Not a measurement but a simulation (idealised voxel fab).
Title: Process Module voxel plated lines
The cross-section on display is named cut; it measures 170 nm wide, and its cells are 5 nm squares.
Square cells in a grid make up a cross-section in this document, and the grid is given as bands, listed from the top down, each one or more rows of cells.
Heads up on the band format: heights come first, top then bottom, in nm. After that it's the materials left to right, each with its width in nm. A single material flagged "everywhere" fills the whole band edge to edge, and "air" means there's empty space there.
Heads up on the height convention: 0 is the point under which the incoming wafer is all one material, and the lowest band has no bottom, it just keeps going down, like "0 and below".
With a width like "30..40", each row of cells in the band differs from the next by the same amount, the top row carrying the first number and the bottom row the second.
When a step is marked "remains unaltered", none of the cells in the cross-section changed during that step.
In "Completely sealed voids" the enclosed voids are listed, meaning empty spaces of 8 cells or larger without any opening to the top. The form is width x height at distance, distance from the left edge, units nm.
Text after the settings on a step's line: the simulator's own remark on that step.
For masked steps, "overlay nm" on the step line gives how far right of plan the mask actually lay; a minus sign means it lay to the left.
So here's the lineup of process steps we planned
step 1: RECEIVE (material Si)
step 2: CONFORMAL_DEP (material SiN; thk nm 5)
step 3: DIRECTIONAL_DEP (material TiN; thk nm 5)
step 4: PATTERN (tone open; mask id LINES; material resist; width nm 25; pitch nm 40; thk nm 25; overlay nm 0)
step 5: EPI (material Ru; thk nm 5)
step 6: EPI (material Ru; thk nm 5)
step 7: STRIP (etch materials resist)
step 8: DIRECTIONAL_ETCH (etch materials TiN; depth nm 5)
step 9: CONFORMAL_DEP (material SiO2; thk nm 5)
As-received wafer cross-section (after step 1)
* 0 and below  Si everywhere
* Completely sealed voids: none
Final cross-section, module run with one mistake (start and plan as above)
* 25 down to 20  SiO2 55, air 15, SiO2 25, air 15, SiO2 60
* 20 down to 10  Ru 50, SiO2 5, air 15, SiO2 5, Ru 15, SiO2 5, air 15, SiO2 5, Ru 55
* 10 down to 5  TiN 50, SiO2 25, TiN 15, SiO2 25, TiN 55
* 5 down to 0  SiN everywhere
* 0 and below  Si everywhere
* Completely sealed voids: none
What broke from the plan during processing? step 4 did not happen as planned, as run it was PATTERN (tone cover; mask id LINES; material resist; width nm 25; pitch nm 40; thk nm 25; overlay nm 0)
